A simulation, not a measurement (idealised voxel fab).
You're looking at the process module voxel self aligned contacts.
Shown is cross-section cut, with a width of 205 nm and square cells of size 5 nm.
Cross-sections here: square-cell grids, written as top-down lists of bands, a band being one or more rows of cells. The band entry comprises the height of the band's top followed by the height of its bottom, expressed in nm, and subsequently the band's materials from left to right, each stated together with its width in nm. Where a single material is marked with the word "edge to edge", that material fills the band from edge to edge. The word "air" represents empty space. Height reference: 0 = level under which incoming wafer is all one material. Lowest band: no bottom, runs on downward, e.g. "top 0, no bottom". The expression "30..40" gives the width at the extremes of the band, the first number at its top row of cells and the second at its bottom row, with the width changing by equal amounts from each row to the next in between. Take "nothing different" at face value: in the step it is given for, the cross-section changed in none of its cells. Enclosed voids (no open way to top), threshold 8 cells or more, entry "Unvented voids", notation width x height at distance, distance from left edge, nm. What comes after the settings on a step's line is commentary from the simulator itself on that step. Steps that use a mask can have "overlay nm" on their line. It says how far the mask sat to the right of where it was meant to be. Negative means to the left.
This section lists the process steps that were planned:
step 1: RECEIVE with material Si
step 2: OXIDIZE with depth nm 5
step 3: DIRECTIONAL_DEP with material polySi, thk nm 30
step 4: DIRECTIONAL_DEP with material SiN, thk nm 20
step 5: MASKED_ETCH with tone cover, mask id GATE, width nm 25, pitch nm 60, etch materials SiN, depth nm 20, overlay nm 0
step 6: MASKED_ETCH with tone cover, mask id GATE, width nm 25, pitch nm 60, etch materials polySi, depth nm 30, overlay nm 0
step 7: CONFORMAL_DEP with material SiN, thk nm 5
step 8: DIRECTIONAL_ETCH with etch materials SiN, depth nm 5
step 9: FILL_DEP with material SiO2, thk nm 20
step 10: CMP with height nm 60
step 11: PATTERN with tone open, mask id CONTACT, material resist, width nm 35, thk nm 20, overlay nm 0
step 12: DIRECTIONAL_ETCH with etch materials SiO2, depth nm 65
step 13: STRIP with etch materials resist
step 14: CONFORMAL_DEP with material TiN, thk nm 5
step 15: FILL_DEP with material W, thk nm 5
step 16: CMP with height nm 60
step 17: CONFORMAL_DEP with material SiN, thk nm 5
The plan shows the width nm of step 11 as the first wafer had it; this setting differs between the wafers, which start out alike.
The first of several wafers as received, shown in cross-section; this is its state after step 1:
top 0, no bottom: Si edge to edge
Unvented voids: none
Quick key for the table: a row per wafer, taken at the end of the module. For each material it tells you how many cells the wafer gained (+) or lost (-) since it came in, and the closed voids come after:
width nm 35; -41 Si; +121 SiN; +324 SiO2; +31 TiN; +38 W; +60 polySi; Unvented voids: none
width nm 40; -41 Si; +121 SiN; +322 SiO2; +32 TiN; +39 W; +60 polySi; Unvented voids: none
width nm 45; -41 Si; +121 SiN; +320 SiO2; +33 TiN; +40 W; +60 polySi; Unvented voids: none
width nm 50; -41 Si; +121 SiN; +318 SiO2; +34 TiN; +41 W; +60 polySi; Unvented voids: none
width nm 55; -41 Si; +121 SiN; +316 SiO2; +35 TiN; +42 W; +60 polySi; Unvented voids: none
width nm 60; -41 Si; +121 SiN; +314 SiO2; +36 TiN; +43 W; +60 polySi; Unvented voids: none
